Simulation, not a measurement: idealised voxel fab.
voxel air gaps: a process module
Cross-section cut: width 205 nm, square cells of 5 nm.
Throughout this document, each cross-section is represented as a grid of square cells and is presented as a sequence of bands enumerated from the top downward, where a band comprises one or more rows of cells.
First you get the band's top height and its bottom height, in nm, and then the materials it's made of, left to right, with each width in nm. If you see a single material with "all across", that one covers the band edge to edge. "empty" is empty space.
Zero point of the height axis is 0; under it, received wafer = one material. Lowest band: continues down indefinitely, "z 0 and below".
A width given as "30->40" starts at the first number in the band's top row and ends at the second number in its bottom row, shifting by an equal amount at every step from row to row.
Step note "no modification" = no cross-section cell changed.
Under "Completely sealed voids" you'll find the enclosed gaps, the ones with no way out to the top, that are 8 cells or bigger; each reads width x height at distance, with distance counted from the left edge, everything in nm.
Past the settings on a step's line: simulator remark, on that step.
"overlay nm" on a masked step: distance the mask lay right of its planned place, negative for left.
# This section lists the process steps that were planned
1 RECEIVE,material Si
2 CONFORMAL_DEP,material SiO2,thk nm 10
3 CONFORMAL_DEP,material SiN,thk nm 5
4 DIRECTIONAL_DEP,material lowk,thk nm 35
5 PATTERN,tone open,mask id LINES,material resist,width nm 20,pitch nm 50,thk nm 20,overlay nm 0
6 DIRECTIONAL_ETCH,etch materials lowk,depth nm 35
7 STRIP,etch materials resist
8 CONFORMAL_DEP,material TiN,thk nm 5
9 FILL_DEP,material Cu,thk nm 10
10 CMP,height nm 50
11 EPI,material Ru,thk nm 10
12 SELECTIVE_ETCH,etch materials lowk,depth nm 45
13 CONFORMAL_DEP,material SiCN,thk nm 5
# So this is the incoming wafer in cross-section - it's already been through step 1
z 0 and below: Si all across
Completely sealed voids: none
# Final wafer profile in cross-section after the module, from the same start and plan as above, with one mistake made during processing
z 75 to 70: 15 of empty, 170 of SiCN, 20 of empty
z 70 to 50: 15 of empty, 5 of SiCN, 160 of Ru, 5 of SiCN, 20 of empty
z 50 to 45: 15 of empty, 25 of SiCN, 5 of TiN, 10 of Cu, 5 of TiN, 30 of lowk, 5 of TiN, 10 of Cu, 5 of TiN, 30 of lowk, 5 of TiN, 10 of Cu, 5 of TiN, 25 of SiCN, 20 of empty
z 45 to 20: 35 of empty, 5 of SiCN, 5 of TiN, 10 of Cu, 5 of TiN, 30 of lowk, 5 of TiN, 10 of Cu, 5 of TiN, 30 of lowk, 5 of TiN, 10 of Cu, 5 of TiN, 5 of SiCN, 40 of empty
z 20 to 15: 40 of SiCN, 20 of TiN, 30 of lowk, 20 of TiN, 30 of lowk, 20 of TiN, 45 of SiCN
z 15 to 10: SiN all across
z 10 to 0: SiO2 all across
z 0 and below: Si all across
Completely sealed voids: none
What was the processing mistake? yeah, plan step 11 got run twice
